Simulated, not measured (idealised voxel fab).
process module | voxel ribs on slabs
For reference, the cross-section in this document is cut, with width 190 nm and square cells of 5 nm.
Heads up, the way a cross-section reads in here is a grid of square cells, handed over as bands from the top down, with every band being one or more rows of cells. Per band: top height and bottom height in nm, followed by the left-to-right materials and their widths in nm; "everywhere" marks a single material spanning edge to edge, "air" marks empty space. We count height from 0. Below that, the starting wafer is all one material. The lowest band never ends at the bottom but goes on down; see "z 0 and below" for how that is written. Width spec "30 to 40" -> top row of cells at first value, bottom row at second value, equal per-row change in between. You'll sometimes find "remained unchanged" written for a step, and that's the way of saying that nowhere in the cross-section did a cell change during that step. Closed empty spaces (no open way to the top) of 8 cells or more are what "Trapped cavities" lists, each as width x height at distance from the left edge, nm for all three. On a step's line, text after the settings is the simulator commenting on that step. "overlay nm" answers the question of how far to the right of plan the mask lay on a step that has a mask, and when it is negative the answer is to the left.
The following list gives the planned process steps:
1) RECEIVE, material Si
2) DIRECTIONAL_DEP, material SiO2, thk nm 30
3) DIRECTIONAL_DEP, material polySi, thk nm 20
4) DIRECTIONAL_DEP, material aC, thk nm 10
5) PATTERN, tone cover, mask id RIB, material resist, width nm 30, thk nm 30, overlay nm 0
6) DIRECTIONAL_ETCH, etch materials aC, depth nm 10
7) STRIP, etch materials resist
8) DIRECTIONAL_ETCH, etch materials polySi, depth nm 5
9) STRIP, etch materials aC
10) DIRECTIONAL_DEP, material aC, thk nm 10
11) PATTERN, tone cover, mask id SLAB, material resist, width nm 80, thk nm 25, overlay nm 0
12) DIRECTIONAL_ETCH, etch materials aC, depth nm 10
13) STRIP, etch materials resist
14) DIRECTIONAL_ETCH, etch materials polySi, depth nm 15
15) STRIP, etch materials aC
16) FILL_DEP, material SiO2, thk nm 30
17) CMP, height nm 70
18) DIRECTIONAL_DEP, material TiN, thk nm 5
19) PATTERN, tone cover, mask id HEATER, material resist, width nm 40, thk nm 20, overlay nm 0
20) DIRECTIONAL_ETCH, etch materials TiN, depth nm 5
21) STRIP, etch materials resist
22) CONFORMAL_DEP, material SiO2, thk nm 10
Cross-section of the wafer upon arrival, representing the state reached after step 1:
> z 0 and below: Si everywhere
> Trapped cavities: none
The plan above was carried out on the starting structure above with one mistake, and this cross-section shows the wafer at the end of the module:
> z 85 to 80: 65 air; 60 SiO2; 65 air
> z 80 to 75: SiO2 everywhere
> z 75 to 70: 75 SiO2; 40 TiN; 75 SiO2
> z 70 to 50: SiO2 everywhere
> z 50 to 45: 75 SiO2; 30 polySi; 85 SiO2
> z 45 to 30: 55 SiO2; 80 polySi; 55 SiO2
> z 30 to 0: SiO2 everywhere
> z 0 and below: Si everywhere
> Trapped cavities: none
Here's what went sideways: planned and actual differ for step 5; actual: PATTERN, tone cover, mask id RIB, material resist, width nm 30, thk nm 30, overlay nm -5
